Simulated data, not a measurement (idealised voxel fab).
This is a process module. Its name is voxel transistor to metal.
For reference, the cross-section in this document is cut, with width 180 nm and square cells of 5 nm.
For the purposes of this document, a cross-section shall be understood as a grid of square cells, specified as bands listed in top-to-bottom order, each band consisting of one or more rows of cells.
Heights first: top, then bottom, in nm. Then materials, left to right, each with a width in nm. "all across" on a single material: fills the band edge to edge. "blank": empty space.
Heights from 0 (as-received wafer is one material below). Bottom band endless downward, as "0 and below".
Graded width ("30->40"): value in top row of band = first number; value in bottom row = second number; row-to-row change constant.
"same as before" after a step means that no cell of the cross-section changed.
Reported under the label "Enclosed void catalog" are the empty spaces having no open way to the top and comprising 8 cells or more; the notation for each is width x height at distance, in which the distance is measured from the left edge and all three values are in nm.
Where a step's line continues beyond its settings, the continuation is a remark by the simulator itself on that step.
"overlay nm" answers the question of how far to the right of plan the mask lay on a step that has a mask, and when it is negative the answer is to the left.
**Below is the list of planned process steps**
step 1: RECEIVE [material Si]
step 2: CONFORMAL_DEP [material SiO2] [thk nm 5]
step 3: CONFORMAL_DEP [material SiN] [thk nm 10]
step 4: PATTERN [tone cover] [mask id ACTIVE] [material resist] [width nm 105] [thk nm 20] [overlay nm 0]
step 5: DIRECTIONAL_ETCH [etch materials SiN] [depth nm 10]
step 6: DIRECTIONAL_ETCH [etch materials SiO2] [depth nm 5]
step 7: DIRECTIONAL_ETCH [etch materials Si] [depth nm 20]
step 8: STRIP [etch materials resist]
step 9: OXIDIZE [depth nm 5]
step 10: FILL_DEP [material SiO2] [thk nm 10]
step 11: CMP [height nm 15]
step 12: SELECTIVE_ETCH [etch materials SiO2] [depth nm 5]
step 13: STRIP [etch materials SiN]
step 14: SELECTIVE_ETCH [etch materials SiO2] [depth nm 5]
step 15: OXIDIZE [depth nm 5]
step 16: DIRECTIONAL_DEP [material polySi] [thk nm 20]
step 17: DIRECTIONAL_DEP [material SiCN] [thk nm 10]
step 18: PATTERN [tone cover] [mask id GATE] [material resist] [width nm 25] [thk nm 20] [overlay nm 0]
step 19: DIRECTIONAL_ETCH [etch materials SiCN] [depth nm 20]
step 20: DIRECTIONAL_ETCH [etch materials polySi] [depth nm 30]
step 21: STRIP [etch materials resist]
step 22: CONFORMAL_DEP [material SiN] [thk nm 10]
step 23: DIRECTIONAL_ETCH [etch materials SiN] [depth nm 10]
step 24: DIRECTIONAL_ETCH [etch materials SiO2] [depth nm 5]
step 25: DIRECTIONAL_ETCH [etch materials Si] [depth nm 10]
step 26: EPI [material nSi] [thk nm 10]
step 27: FILL_DEP [material SiO2] [thk nm 10]
step 28: CMP [height nm 30]
step 29: DIRECTIONAL_DEP [material SiO2] [thk nm 10]
step 30: DIRECTIONAL_DEP [material aC] [thk nm 15]
step 31: PATTERN [tone open] [mask id CONTACT] [material resist] [width nm 25] [pitch nm 60] [thk nm 35] [overlay nm 0]
step 32: DIRECTIONAL_ETCH [etch materials aC] [depth nm 15]
step 33: STRIP [etch materials resist]
step 34: DIRECTIONAL_ETCH [etch materials SiO2] [depth nm 45]
step 35: STRIP [etch materials aC]
step 36: CONFORMAL_DEP [material TiN] [thk nm 5]
step 37: FILL_DEP [material Ru] [thk nm 10]
step 38: CMP [height nm 40]
step 39: DIRECTIONAL_DEP [material TiN] [thk nm 5]
step 40: DIRECTIONAL_DEP [material W] [thk nm 25]
step 41: DIRECTIONAL_DEP [material aC] [thk nm 15]
step 42: PATTERN [tone cover] [mask id METAL_1] [material resist] [width nm 15] [pitch nm 70] [thk nm 35] [overlay nm 0]
step 43: DIRECTIONAL_ETCH [etch materials aC] [depth nm 15]
step 44: STRIP [etch materials resist]
step 45: DIRECTIONAL_ETCH [etch materials W] [depth nm 25]
step 46: DIRECTIONAL_ETCH [etch materials TiN] [depth nm 5]
step 47: STRIP [etch materials aC]
step 48: CONFORMAL_DEP [material SiN] [thk nm 5]
step 49: FILL_DEP [material lowk] [thk nm 10]
step 50: CMP [height nm 70]
step 51: CONFORMAL_DEP [material SiCN] [thk nm 5]
step 52: DIRECTIONAL_DEP [material lowk] [thk nm 30]
step 53: DIRECTIONAL_DEP [material aC] [thk nm 15]
step 54: PATTERN [tone open] [mask id METAL_2] [material resist] [width nm 15] [pitch nm 70] [thk nm 35] [overlay nm 0]
step 55: DIRECTIONAL_ETCH [etch materials aC] [depth nm 15]
step 56: STRIP [etch materials resist]
step 57: DIRECTIONAL_ETCH [etch materials lowk] [depth nm 15]
step 58: STRIP [etch materials aC]
step 59: MASKED_ETCH [tone open] [mask id METAL_2_HOLES] [width nm 15] [pitch nm 70] [etch materials lowk] [depth nm 15] [overlay nm 0]
step 60: MASKED_ETCH [tone open] [mask id METAL_2_HOLES] [width nm 15] [pitch nm 70] [etch materials SiCN] [depth nm 5] [overlay nm 0]
step 61: CONFORMAL_DEP [material TiN] [thk nm 5]
step 62: FILL_DEP [material Cu] [thk nm 10]
step 63: CMP [height nm 105]
step 64: CONFORMAL_DEP [material SiCN] [thk nm 5]
**The first wafer of two, processed as planned**
**Wafer as received: cross-section following step 1**
> 0 and below: Si all across
> Enclosed void catalog: none
**Once step 2 is through, the wafer looks like this in cross-section**
> 5 down to 0: SiO2 all across
> Note: structure below 0 unchanged.
**Once step 3 is through, the wafer looks like this in cross-section**
> 15 down to 5: SiN all across
> Note: structure below 5 unchanged.
**Once step 4 is through, the wafer looks like this in cross-section**
> 35 down to 15: blank=35; resist=105; blank=40
> Note: structure below 15 unchanged.
**Once step 5 is through, the wafer looks like this in cross-section**
> 35 down to 15: blank=35; resist=105; blank=40
> 15 down to 5: blank=35; SiN=105; blank=40
> Note: structure below 5 unchanged.
**Once step 6 is through, the wafer looks like this in cross-section**
> 35 down to 15: blank=35; resist=105; blank=40
> 15 down to 5: blank=35; SiN=105; blank=40
> 5 down to 0: blank=35; SiO2=105; blank=40
> Note: structure below 0 unchanged.
**Once step 7 is through, the wafer looks like this in cross-section**
> 35 down to 15: blank=35; resist=105; blank=40
> 15 down to 5: blank=35; SiN=105; blank=40
> 5 down to 0: blank=35; SiO2=105; blank=40
> 0 down to -20: blank=35; Si=105; blank=40
> Note: structure below -20 unchanged.
**Once step 8 is through, the wafer looks like this in cross-section**
> 15 down to 5: blank=35; SiN=105; blank=40
> Note: structure below 5 unchanged.
**Once step 9 is through, the wafer looks like this in cross-section**
> 15 down to 5: blank=35; SiN=105; blank=40
> 5 down to 0: blank=35; SiO2=105; blank=40
> 0 down to -20: blank=35; SiO2=5; Si=95; SiO2=5; blank=40
> -20 down to -25: SiO2=40; Si=95; SiO2=45
> Note: structure below -25 unchanged.
**Once step 10 is through, the wafer looks like this in cross-section**
> 25 down to 15: SiO2 all across
> 15 down to 5: SiO2=35; SiN=105; SiO2=40
> 5 down to 0: SiO2 all across
> 0 down to -25: SiO2=40; Si=95; SiO2=45
> Note: structure below -25 unchanged.
**Once step 11 is through, the wafer looks like this in cross-section**
> 15 down to 5: SiO2=35; SiN=105; SiO2=40
> Note: structure below 5 unchanged.
**Once step 12 is through, the wafer looks like this in cross-section**
> 15 down to 10: blank=35; SiN=105; blank=40
> Note: structure below 10 unchanged.
**Once step 13 is through, the wafer looks like this in cross-section**
> 10 down to 5: SiO2=35; blank=105; SiO2=40
> Note: structure below 5 unchanged.
**Once step 14 is through, the wafer looks like this in cross-section**
> 5 down to 0: SiO2=30; blank=115; SiO2=35
> Note: structure below 0 unchanged.
**Once step 15 is through, the wafer looks like this in cross-section**
> 5 down to 0: SiO2=30; blank=115; SiO2=35
> 0 down to -5: SiO2 all across
> Note: structure below -5 unchanged.
**Once step 16 is through, the wafer looks like this in cross-section**
> 25 down to 20: polySi=30; blank=115; polySi=35
> 20 down to 5: polySi all across
> 5 down to 0: SiO2=30; polySi=115; SiO2=35
> Note: structure below 0 unchanged.
**Once step 17 is through, the wafer looks like this in cross-section**
> 35 down to 30: SiCN=30; blank=115; SiCN=35
> 30 down to 25: SiCN all across
> 25 down to 20: polySi=30; SiCN=115; polySi=35
> Note: structure below 20 unchanged.
**Once step 18 is through, the wafer looks like this in cross-section**
> 55 down to 35: blank=75; resist=25; blank=80
> 35 down to 30: SiCN=30; blank=45; resist=25; blank=45; SiCN=35
> Note: structure below 30 unchanged.
**Once step 19 is through, the wafer looks like this in cross-section**
> 55 down to 30: blank=75; resist=25; blank=80
> 30 down to 25: blank=75; SiCN=25; blank=80
> 25 down to 20: polySi=30; blank=45; SiCN=25; blank=45; polySi=35
> Note: structure below 20 unchanged.
**Once step 20 is through, the wafer looks like this in cross-section**
> 55 down to 30: blank=75; resist=25; blank=80
> 30 down to 20: blank=75; SiCN=25; blank=80
> 20 down to 5: blank=75; polySi=25; blank=80
> 5 down to 0: SiO2=30; blank=45; polySi=25; blank=45; SiO2=35
> Note: structure below 0 unchanged.
**Once step 21 is through, the wafer looks like this in cross-section**
> 30 down to 20: blank=75; SiCN=25; blank=80
> Note: structure below 20 unchanged.
**Once step 22 is through, the wafer looks like this in cross-section**
> 40 down to 30: blank=65; SiN=45; blank=70
> 30 down to 20: blank=65; SiN=10; SiCN=25; SiN=10; blank=70
> 20 down to 15: blank=65; SiN=10; polySi=25; SiN=10; blank=70
> 15 down to 10: SiN=40; blank=25; SiN=10; polySi=25; SiN=10; blank=25; SiN=45
> 10 down to 5: SiN=75; polySi=25; SiN=80
> 5 down to 0: SiO2=30; SiN=45; polySi=25; SiN=45; SiO2=35
> Note: structure below 0 unchanged.
**Once step 23 is through, the wafer looks like this in cross-section**
> 30 down to 20: blank=65; SiN=10; SiCN=25; SiN=10; blank=70
> 20 down to 5: blank=65; SiN=10; polySi=25; SiN=10; blank=70
> 5 down to 0: SiO2=30; SiN=10; blank=25; SiN=10; polySi=25; SiN=10; blank=25; SiN=10; SiO2=35
> Note: structure below 0 unchanged.
**Once step 24 is through, the wafer looks like this in cross-section**
> 30 down to 20: blank=65; SiN=10; SiCN=25; SiN=10; blank=70
> 20 down to 5: blank=65; SiN=10; polySi=25; SiN=10; blank=70
> 5 down to 0: blank=30; SiN=10; blank=25; SiN=10; polySi=25; SiN=10; blank=25; SiN=10; blank=35
> 0 down to -5: SiO2=40; blank=25; SiO2=45; blank=25; SiO2=45
> Note: structure below -5 unchanged.
**Once step 25 is through, the wafer looks like this in cross-section**
> 30 down to 20: blank=65; SiN=10; SiCN=25; SiN=10; blank=70
> 20 down to 5: blank=65; SiN=10; polySi=25; SiN=10; blank=70
> 5 down to 0: blank=30; SiN=10; blank=25; SiN=10; polySi=25; SiN=10; blank=25; SiN=10; blank=35
> 0 down to -5: SiO2=40; blank=25; SiO2=45; blank=25; SiO2=45
> -5 down to -15: SiO2=40; blank=25; Si=45; blank=25; SiO2=45
> Note: structure below -15 unchanged.
**Once step 26 is through, the wafer looks like this in cross-section**
> 30 down to 20: blank=65; SiN=10; SiCN=25; SiN=10; blank=70
> 20 down to 5: blank=65; SiN=10; polySi=25; SiN=10; blank=70
> 5 down to 0: blank=30; SiN=10; blank=15; nSi=10; SiN=10; polySi=25; SiN=10; nSi=10; blank=15; SiN=10; blank=35
> 0 down to -5: SiO2=40; blank=15; nSi=10; SiO2=45; nSi=10; blank=15; SiO2=45
> -5 down to -15: SiO2=40; nSi=25; Si=45; nSi=25; SiO2=45
> Note: structure below -15 unchanged.
**Once step 27 is through, the wafer looks like this in cross-section**
> 40 down to 30: SiO2 all across
> 30 down to 20: SiO2=65; SiN=10; SiCN=25; SiN=10; SiO2=70
> 20 down to 5: SiO2=65; SiN=10; polySi=25; SiN=10; SiO2=70
> 5 down to 0: SiO2=30; SiN=10; SiO2=15; nSi=10; SiN=10; polySi=25; SiN=10; nSi=10; SiO2=15; SiN=10; SiO2=35
> 0 down to -5: SiO2=55; nSi=10; SiO2=45; nSi=10; SiO2=60
> Note: structure below -5 unchanged.
**Once step 28 is through, the wafer looks like this in cross-section**
> 30 down to 20: SiO2=65; SiN=10; SiCN=25; SiN=10; SiO2=70
> Note: structure below 20 unchanged.
**Once step 29 is through, the wafer looks like this in cross-section**
> 40 down to 30: SiO2 all across
> Note: structure below 30 unchanged.
**Once step 30 is through, the wafer looks like this in cross-section**
> 55 down to 40: aC all across
> Note: structure below 40 unchanged.
**Once step 31 is through, the wafer looks like this in cross-section**
> 90 down to 55: resist=45; blank=25; resist=35; blank=25; resist=50
> Note: structure below 55 unchanged.
**Once step 32 is through, the wafer looks like this in cross-section**
> 75 down to 55: resist=45; blank=25; resist=35; blank=25; resist=50
> 55 down to 40: aC=45; blank=25; aC=35; blank=25; aC=50
> Note: structure below 40 unchanged.
**Once step 33 is through, the wafer looks like this in cross-section**
> 55 down to 40: aC=45; blank=25; aC=35; blank=25; aC=50
> Note: structure below 40 unchanged.
**Once step 34 is through, the wafer looks like this in cross-section**
> 55 down to 40: aC=45; blank=25; aC=35; blank=25; aC=50
> 40 down to 30: SiO2=45; blank=25; SiO2=35; blank=25; SiO2=50
> 30 down to 20: SiO2=45; blank=20; SiN=10; SiCN=25; SiN=10; blank=20; SiO2=50
> 20 down to 5: SiO2=45; blank=20; SiN=10; polySi=25; SiN=10; blank=20; SiO2=50
> 5 down to 0: SiO2=30; SiN=10; SiO2=5; blank=10; nSi=10; SiN=10; polySi=25; SiN=10; nSi=10; blank=10; SiO2=5; SiN=10; SiO2=35
> 0 down to -5: SiO2=45; blank=10; nSi=10; SiO2=45; nSi=10; blank=10; SiO2=50
> Note: structure below -5 unchanged.
**Once step 35 is through, the wafer looks like this in cross-section**
> 40 down to 30: SiO2=45; blank=25; SiO2=35; blank=25; SiO2=50
> Note: structure below 30 unchanged.
**Once step 36 is through, the wafer looks like this in cross-section**
> 45 down to 40: TiN=50; blank=15; TiN=45; blank=15; TiN=55
> 40 down to 30: SiO2=45; TiN=5; blank=15->10; TiN=5->10; SiO2=35; TiN=5->10; blank=15->10; TiN=5; SiO2=50
> 30 down to 20: SiO2=45; TiN=5; blank=10; TiN=5; SiN=10; SiCN=25; SiN=10; TiN=5; blank=10; TiN=5; SiO2=50
> 20 down to 10: SiO2=45; TiN=5; blank=10; TiN=5; SiN=10; polySi=25; SiN=10; TiN=5; blank=10; TiN=5; SiO2=50
> 10 down to 5: SiO2=45; TiN=20; SiN=10; polySi=25; SiN=10; TiN=20; SiO2=50
> 5 down to 0: SiO2=30; SiN=10; SiO2=5; TiN=10; nSi=10; SiN=10; polySi=25; SiN=10; nSi=10; TiN=10; SiO2=5; SiN=10; SiO2=35
> 0 down to -5: SiO2=45; TiN=10; nSi=10; SiO2=45; nSi=10; TiN=10; SiO2=50
> Note: structure below -5 unchanged.
**Once step 37 is through, the wafer looks like this in cross-section**
> 55 down to 45: Ru all across
> 45 down to 40: TiN=50; Ru=15; TiN=45; Ru=15; TiN=55
> 40 down to 30: SiO2=45; TiN=5; Ru=15->10; TiN=5->10; SiO2=35; TiN=5->10; Ru=15->10; TiN=5; SiO2=50
> 30 down to 20: SiO2=45; TiN=5; Ru=10; TiN=5; SiN=10; SiCN=25; SiN=10; TiN=5; Ru=10; TiN=5; SiO2=50
> 20 down to 10: SiO2=45; TiN=5; Ru=10; TiN=5; SiN=10; polySi=25; SiN=10; TiN=5; Ru=10; TiN=5; SiO2=50
> Note: structure below 10 unchanged.
**Once step 38 is through, the wafer looks like this in cross-section**
> 40 down to 30: SiO2=45; TiN=5; Ru=15->10; TiN=5->10; SiO2=35; TiN=5->10; Ru=15->10; TiN=5; SiO2=50
> Note: structure below 30 unchanged.
**Once step 39 is through, the wafer looks like this in cross-section**
> 45 down to 40: TiN all across
> Note: structure below 40 unchanged.
**Once step 40 is through, the wafer looks like this in cross-section**
> 70 down to 45: W all across
> Note: structure below 45 unchanged.
**Once step 41 is through, the wafer looks like this in cross-section**
> 85 down to 70: aC all across
> Note: structure below 70 unchanged.
**Once step 42 is through, the wafer looks like this in cross-section**
> 120 down to 85: blank=45; resist=15; blank=55; resist=15; blank=50
> Note: structure below 85 unchanged.
**Once step 43 is through, the wafer looks like this in cross-section**
> 105 down to 85: blank=45; resist=15; blank=55; resist=15; blank=50
> 85 down to 70: blank=45; aC=15; blank=55; aC=15; blank=50
> Note: structure below 70 unchanged.
**Once step 44 is through, the wafer looks like this in cross-section**
> 85 down to 70: blank=45; aC=15; blank=55; aC=15; blank=50
> Note: structure below 70 unchanged.
**Once step 45 is through, the wafer looks like this in cross-section**
> 85 down to 70: blank=45; aC=15; blank=55; aC=15; blank=50
> 70 down to 45: blank=45; W=15; blank=55; W=15; blank=50
> Note: structure below 45 unchanged.
**Once step 46 is through, the wafer looks like this in cross-section**
> 85 down to 70: blank=45; aC=15; blank=55; aC=15; blank=50
> 70 down to 45: blank=45; W=15; blank=55; W=15; blank=50
> 45 down to 40: blank=45; TiN=15; blank=55; TiN=15; blank=50
> Note: structure below 40 unchanged.
**Once step 47 is through, the wafer looks like this in cross-section**
> 70 down to 45: blank=45; W=15; blank=55; W=15; blank=50
> Note: structure below 45 unchanged.
**Once step 48 is through, the wafer looks like this in cross-section**
> 75 down to 70: blank=40; SiN=25; blank=45; SiN=25; blank=45
> 70 down to 45: blank=40; SiN=5; W=15; SiN=5; blank=45; SiN=5; W=15; SiN=5; blank=45
> 45 down to 40: SiN=45; TiN=15; SiN=55; TiN=15; SiN=50
> Note: structure below 40 unchanged.
**Once step 49 is through, the wafer looks like this in cross-section**
> 85 down to 75: lowk all across
> 75 down to 70: lowk=40; SiN=25; lowk=45; SiN=25; lowk=45
> 70 down to 45: lowk=40; SiN=5; W=15; SiN=5; lowk=45; SiN=5; W=15; SiN=5; lowk=45
> Note: structure below 45 unchanged.
**Once step 50 is through, the wafer looks like this in cross-section**
> 70 down to 45: lowk=40; SiN=5; W=15; SiN=5; lowk=45; SiN=5; W=15; SiN=5; lowk=45
> Note: structure below 45 unchanged.
**Once step 51 is through, the wafer looks like this in cross-section**
> 75 down to 70: SiCN all across
> Note: structure below 70 unchanged.
**Once step 52 is through, the wafer looks like this in cross-section**
> 105 down to 75: lowk all across
> Note: structure below 75 unchanged.
**Once step 53 is through, the wafer looks like this in cross-section**
> 120 down to 105: aC all across
> Note: structure below 105 unchanged.
**Once step 54 is through, the wafer looks like this in cross-section**
> 155 down to 120: resist=45; blank=15; resist=55; blank=15; resist=50
> Note: structure below 120 unchanged.
**Once step 55 is through, the wafer looks like this in cross-section**
> 140 down to 120: resist=45; blank=15; resist=55; blank=15; resist=50
> 120 down to 105: aC=45; blank=15; aC=55; blank=15; aC=50
> Note: structure below 105 unchanged.
**Once step 56 is through, the wafer looks like this in cross-section**
> 120 down to 105: aC=45; blank=15; aC=55; blank=15; aC=50
> Note: structure below 105 unchanged.
**Once step 57 is through, the wafer looks like this in cross-section**
> 120 down to 105: aC=45; blank=15; aC=55; blank=15; aC=50
> 105 down to 90: lowk=45; blank=15; lowk=55; blank=15; lowk=50
> Note: structure below 90 unchanged.
**Once step 58 is through, the wafer looks like this in cross-section**
> 105 down to 90: lowk=45; blank=15; lowk=55; blank=15; lowk=50
> Note: structure below 90 unchanged.
**Once step 59 is through, the wafer looks like this in cross-section**
> 105 down to 75: lowk=45; blank=15; lowk=55; blank=15; lowk=50
> Note: structure below 75 unchanged.
**Once step 60 is through, the wafer looks like this in cross-section**
> 105 down to 75: lowk=45; blank=15; lowk=55; blank=15; lowk=50
> 75 down to 70: SiCN=45; blank=15; SiCN=55; blank=15; SiCN=50
> Note: structure below 70 unchanged.
**Once step 61 is through, the wafer looks like this in cross-section**
> 110 down to 105: TiN=50; blank=5; TiN=65; blank=5; TiN=55
> 105 down to 75: lowk=45; TiN=5; blank=5; TiN=5; lowk=55; TiN=5; blank=5; TiN=5; lowk=50
> 75 down to 70: SiCN=45; TiN=15; SiCN=55; TiN=15; SiCN=50
> Note: structure below 70 unchanged.
**Once step 62 is through, the wafer looks like this in cross-section**
> 120 down to 110: Cu all across
> 110 down to 105: TiN=50; Cu=5; TiN=65; Cu=5; TiN=55
> 105 down to 75: lowk=45; TiN=5; Cu=5; TiN=5; lowk=55; TiN=5; Cu=5; TiN=5; lowk=50
> Note: structure below 75 unchanged.
**Once step 63 is through, the wafer looks like this in cross-section**
> 105 down to 75: lowk=45; TiN=5; Cu=5; TiN=5; lowk=55; TiN=5; Cu=5; TiN=5; lowk=50
> Note: structure below 75 unchanged.
**Once step 64 is through, the wafer looks like this in cross-section**
> 110 down to 105: SiCN all across
> Note: structure below 105 unchanged.
**The Second Wafer: Common Origin and Plan, One Mistake in Execution, Identical to the First Through Step 28**
**Second wafer, section view, time point: scheduled end of step 29**
> 35 down to 30: SiO2 all across
> Note: structure below 30 unchanged.
**Second wafer, section view, time point: scheduled end of step 30**
> 50 down to 35: aC all across
> Note: structure below 35 unchanged.
**Second wafer, section view, time point: scheduled end of step 31**
> 85 down to 50: resist=45; blank=25; resist=35; blank=25; resist=50
> Note: structure below 50 unchanged.
**Second wafer, section view, time point: scheduled end of step 32**
> 70 down to 50: resist=45; blank=25; resist=35; blank=25; resist=50
> 50 down to 35: aC=45; blank=25; aC=35; blank=25; aC=50
> Note: structure below 35 unchanged.
**Second wafer, section view, time point: scheduled end of step 33**
> 50 down to 35: aC=45; blank=25; aC=35; blank=25; aC=50
> Note: structure below 35 unchanged.
**Second wafer, section view, time point: scheduled end of step 34**
> 50 down to 35: aC=45; blank=25; aC=35; blank=25; aC=50
> 35 down to 30: SiO2=45; blank=25; SiO2=35; blank=25; SiO2=50
> 30 down to 20: SiO2=45; blank=20; SiN=10; SiCN=25; SiN=10; blank=20; SiO2=50
> 20 down to 5: SiO2=45; blank=20; SiN=10; polySi=25; SiN=10; blank=20; SiO2=50
> 5 down to 0: SiO2=30; SiN=10; SiO2=5; blank=10; nSi=10; SiN=10; polySi=25; SiN=10; nSi=10; blank=10; SiO2=5; SiN=10; SiO2=35
> 0 down to -5: SiO2=45; blank=10; nSi=10; SiO2=45; nSi=10; blank=10; SiO2=50
> Note: structure below -5 unchanged.
**Second wafer, section view, time point: scheduled end of step 35**
> 35 down to 30: SiO2=45; blank=25; SiO2=35; blank=25; SiO2=50
> Note: structure below 30 unchanged.
**Second wafer, section view, time point: scheduled end of step 36**
> 40 down to 35: TiN=50; blank=15; TiN=45; blank=15; TiN=55
> 35 down to 30: SiO2=45; TiN=5; blank=10; TiN=10; SiO2=35; TiN=10; blank=10; TiN=5; SiO2=50
> 30 down to 20: SiO2=45; TiN=5; blank=10; TiN=5; SiN=10; SiCN=25; SiN=10; TiN=5; blank=10; TiN=5; SiO2=50
> 20 down to 10: SiO2=45; TiN=5; blank=10; TiN=5; SiN=10; polySi=25; SiN=10; TiN=5; blank=10; TiN=5; SiO2=50
> 10 down to 5: SiO2=45; TiN=20; SiN=10; polySi=25; SiN=10; TiN=20; SiO2=50
> 5 down to 0: SiO2=30; SiN=10; SiO2=5; TiN=10; nSi=10; SiN=10; polySi=25; SiN=10; nSi=10; TiN=10; SiO2=5; SiN=10; SiO2=35
> 0 down to -5: SiO2=45; TiN=10; nSi=10; SiO2=45; nSi=10; TiN=10; SiO2=50
> Note: structure below -5 unchanged.
**Second wafer, section view, time point: scheduled end of step 37**
> 50 down to 40: Ru all across
> 40 down to 35: TiN=50; Ru=15; TiN=45; Ru=15; TiN=55
> 35 down to 30: SiO2=45; TiN=5; Ru=10; TiN=10; SiO2=35; TiN=10; Ru=10; TiN=5; SiO2=50
> 30 down to 20: SiO2=45; TiN=5; Ru=10; TiN=5; SiN=10; SiCN=25; SiN=10; TiN=5; Ru=10; TiN=5; SiO2=50
> 20 down to 10: SiO2=45; TiN=5; Ru=10; TiN=5; SiN=10; polySi=25; SiN=10; TiN=5; Ru=10; TiN=5; SiO2=50
> Note: structure below 10 unchanged.
**Second wafer, section view, time point: scheduled end of step 38**
> 40 down to 35: TiN=50; Ru=15; TiN=45; Ru=15; TiN=55
> Note: structure below 35 unchanged.
**Second wafer, section view, time point: scheduled end of step 39**
> 45 down to 40: TiN all across
> Note: structure below 40 unchanged.
**Second wafer, section view, time point: scheduled end of step 40**
> 70 down to 45: W all across
> Note: structure below 45 unchanged.
**Second wafer, section view, time point: scheduled end of step 41**
> 85 down to 70: aC all across
> Note: structure below 70 unchanged.
**Second wafer, section view, time point: scheduled end of step 42**
> 120 down to 85: blank=45; resist=15; blank=55; resist=15; blank=50
> Note: structure below 85 unchanged.
**Second wafer, section view, time point: scheduled end of step 43**
> 105 down to 85: blank=45; resist=15; blank=55; resist=15; blank=50
> 85 down to 70: blank=45; aC=15; blank=55; aC=15; blank=50
> Note: structure below 70 unchanged.
**Second wafer, section view, time point: scheduled end of step 44**
> 85 down to 70: blank=45; aC=15; blank=55; aC=15; blank=50
> Note: structure below 70 unchanged.
**Second wafer, section view, time point: scheduled end of step 45**
> 85 down to 70: blank=45; aC=15; blank=55; aC=15; blank=50
> 70 down to 45: blank=45; W=15; blank=55; W=15; blank=50
> Note: structure below 45 unchanged.
**Second wafer, section view, time point: scheduled end of step 46**
> 85 down to 70: blank=45; aC=15; blank=55; aC=15; blank=50
> 70 down to 45: blank=45; W=15; blank=55; W=15; blank=50
> 45 down to 40: blank=45; TiN=15; blank=55; TiN=15; blank=50
> Note: structure below 40 unchanged.
**Second wafer, section view, time point: scheduled end of step 47**
> 70 down to 45: blank=45; W=15; blank=55; W=15; blank=50
> Note: structure below 45 unchanged.
**Second wafer, section view, time point: scheduled end of step 48**
> 75 down to 70: blank=40; SiN=25; blank=45; SiN=25; blank=45
> 70 down to 45: blank=40; SiN=5; W=15; SiN=5; blank=45; SiN=5; W=15; SiN=5; blank=45
> 45 down to 40: SiN=45; TiN=15; SiN=55; TiN=15; SiN=50
> Note: structure below 40 unchanged.
**Second wafer, section view, time point: scheduled end of step 49**
> 85 down to 75: lowk all across
> 75 down to 70: lowk=40; SiN=25; lowk=45; SiN=25; lowk=45
> 70 down to 45: lowk=40; SiN=5; W=15; SiN=5; lowk=45; SiN=5; W=15; SiN=5; lowk=45
> Note: structure below 45 unchanged.
**Second wafer, section view, time point: scheduled end of step 50**
> 70 down to 45: lowk=40; SiN=5; W=15; SiN=5; lowk=45; SiN=5; W=15; SiN=5; lowk=45
> Note: structure below 45 unchanged.
**Second wafer, section view, time point: scheduled end of step 51**
> 75 down to 70: SiCN all across
> Note: structure below 70 unchanged.
**Second wafer, section view, time point: scheduled end of step 52**
> 105 down to 75: lowk all across
> Note: structure below 75 unchanged.
**Second wafer, section view, time point: scheduled end of step 53**
> 120 down to 105: aC all across
> Note: structure below 105 unchanged.
**Second wafer, section view, time point: scheduled end of step 54**
> 155 down to 120: resist=45; blank=15; resist=55; blank=15; resist=50
> Note: structure below 120 unchanged.
**Second wafer, section view, time point: scheduled end of step 55**
> 140 down to 120: resist=45; blank=15; resist=55; blank=15; resist=50
> 120 down to 105: aC=45; blank=15; aC=55; blank=15; aC=50
> Note: structure below 105 unchanged.
**Second wafer, section view, time point: scheduled end of step 56**
> 120 down to 105: aC=45; blank=15; aC=55; blank=15; aC=50
> Note: structure below 105 unchanged.
**Second wafer, section view, time point: scheduled end of step 57**
> 120 down to 105: aC=45; blank=15; aC=55; blank=15; aC=50
> 105 down to 90: lowk=45; blank=15; lowk=55; blank=15; lowk=50
> Note: structure below 90 unchanged.
**Second wafer, section view, time point: scheduled end of step 58**
> 105 down to 90: lowk=45; blank=15; lowk=55; blank=15; lowk=50
> Note: structure below 90 unchanged.
**Second wafer, section view, time point: scheduled end of step 59**
> 105 down to 75: lowk=45; blank=15; lowk=55; blank=15; lowk=50
> Note: structure below 75 unchanged.
**Second wafer, section view, time point: scheduled end of step 60**
> 105 down to 75: lowk=45; blank=15; lowk=55; blank=15; lowk=50
> 75 down to 70: SiCN=45; blank=15; SiCN=55; blank=15; SiCN=50
> Note: structure below 70 unchanged.
**Second wafer, section view, time point: scheduled end of step 61**
> 110 down to 105: TiN=50; blank=5; TiN=65; blank=5; TiN=55
> 105 down to 75: lowk=45; TiN=5; blank=5; TiN=5; lowk=55; TiN=5; blank=5; TiN=5; lowk=50
> 75 down to 70: SiCN=45; TiN=15; SiCN=55; TiN=15; SiCN=50
> Note: structure below 70 unchanged.
**Second wafer, section view, time point: scheduled end of step 62**
> 120 down to 110: Cu all across
> 110 down to 105: TiN=50; Cu=5; TiN=65; Cu=5; TiN=55
> 105 down to 75: lowk=45; TiN=5; Cu=5; TiN=5; lowk=55; TiN=5; Cu=5; TiN=5; lowk=50
> Note: structure below 75 unchanged.
**Second wafer, section view, time point: scheduled end of step 63**
> 105 down to 75: lowk=45; TiN=5; Cu=5; TiN=5; lowk=55; TiN=5; Cu=5; TiN=5; lowk=50
> Note: structure below 75 unchanged.
**Second wafer, section view, time point: scheduled end of step 64**
> 110 down to 105: SiCN all across
> Note: structure below 105 unchanged.
It is concluded that the wafer was processed incorrectly with respect to the plan, in that step 29 did not happen as planned, as run it was DIRECTIONAL_DEP [material SiO2] [thk nm 5]
End check, counted in cells, second wafer has more or fewer of these materials than the first: SiO2 -26; TiN +26
